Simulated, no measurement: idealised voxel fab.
process module | voxel quadruple lines
cross-section cut | 300 nm wide | cells 5 nm
A cross-section is a grid of square cells, given in bands from the top down. A band is one or more rows of cells.
Each band's line starts with the height of the band's top and of its bottom, in nm. Then come its materials from left to right, each with its width in nm. One material with "throughout" fills the band from edge to edge. "air" is empty space.
Height 0 is the level under which the wafer as received is all one material. The lowest band goes on downwards, as in "0 down".
A width such as "30 to 40" changes by the same amount from each row of cells to the next, from the band's top row to its bottom row.
"no change" after a step means that no cell of the cross-section changed.
closed voids: empty space of 8 cells or more with no open way to the top, each as width x height at its distance from the left edge, in nm
after a step's settings: what the simulator itself notes on the step
overlay nm, on a step with a mask: how far to the right of its planned place the mask lay; to the left if negative
plan
1 op RECEIVE | material Si
2 op CONFORMAL_DEP | material Al2O3 | thk nm 5
3 op DIRECTIONAL_DEP | material W | thk nm 15
4 op DIRECTIONAL_DEP | material polySi | thk nm 20
5 op DIRECTIONAL_DEP | material aC | thk nm 25
6 op PATTERN | tone cover | mask id MANDREL | material resist | width nm 25 | pitch nm 80 | thk nm 35 | overlay nm 0
7 op DIRECTIONAL_ETCH | etch materials aC | depth nm 25
8 op STRIP | etch materials resist
9 op CONFORMAL_DEP | material SiO2 | thk nm 15
10 op DIRECTIONAL_ETCH | etch materials SiO2 | depth nm 15
11 op STRIP | etch materials aC
12 op DIRECTIONAL_ETCH | etch materials polySi | depth nm 20
13 op STRIP | etch materials SiO2
14 op CONFORMAL_DEP | material SiCN | thk nm 5
15 op DIRECTIONAL_ETCH | etch materials SiCN | depth nm 5
16 op STRIP | etch materials polySi
17 op DIRECTIONAL_ETCH | etch materials W | depth nm 15
18 op STRIP | etch materials SiCN
19 op FILL_DEP | material SiO2 | thk nm 10
20 op CMP | height nm 20
as received, after step 1
  0 down: Si throughout
  closed voids: none
first wafer at the end, as planned
  20 to 5: SiO2 75 | W 5 | SiO2 15 | W 5 | SiO2 15 | W 5 | SiO2 15 | W 5 | SiO2 15 | W 5 | SiO2 15 | W 5 | SiO2 15 | W 5 | SiO2 15 | W 5 | SiO2 80
  5 to 0: Al2O3 throughout
  0 down: Si throughout
  closed voids: none
second wafer at the end: like start, like plan, one mistake
  20 to 5: SiO2 90 | W 5 | SiO2 25 | W 5 | SiO2 45 | W 5 | SiO2 25 | W 5 | SiO2 95
  5 to 0: Al2O3 throughout
  0 down: Si throughout
  closed voids: none
what went wrong: step 6 ran as: op PATTERN | tone open | mask id MANDREL | material resist | width nm 25 | pitch nm 80 | thk nm 35 | overlay nm 0
at the end the second wafer has, in cells: 12 more of SiO2 | 12 fewer of W
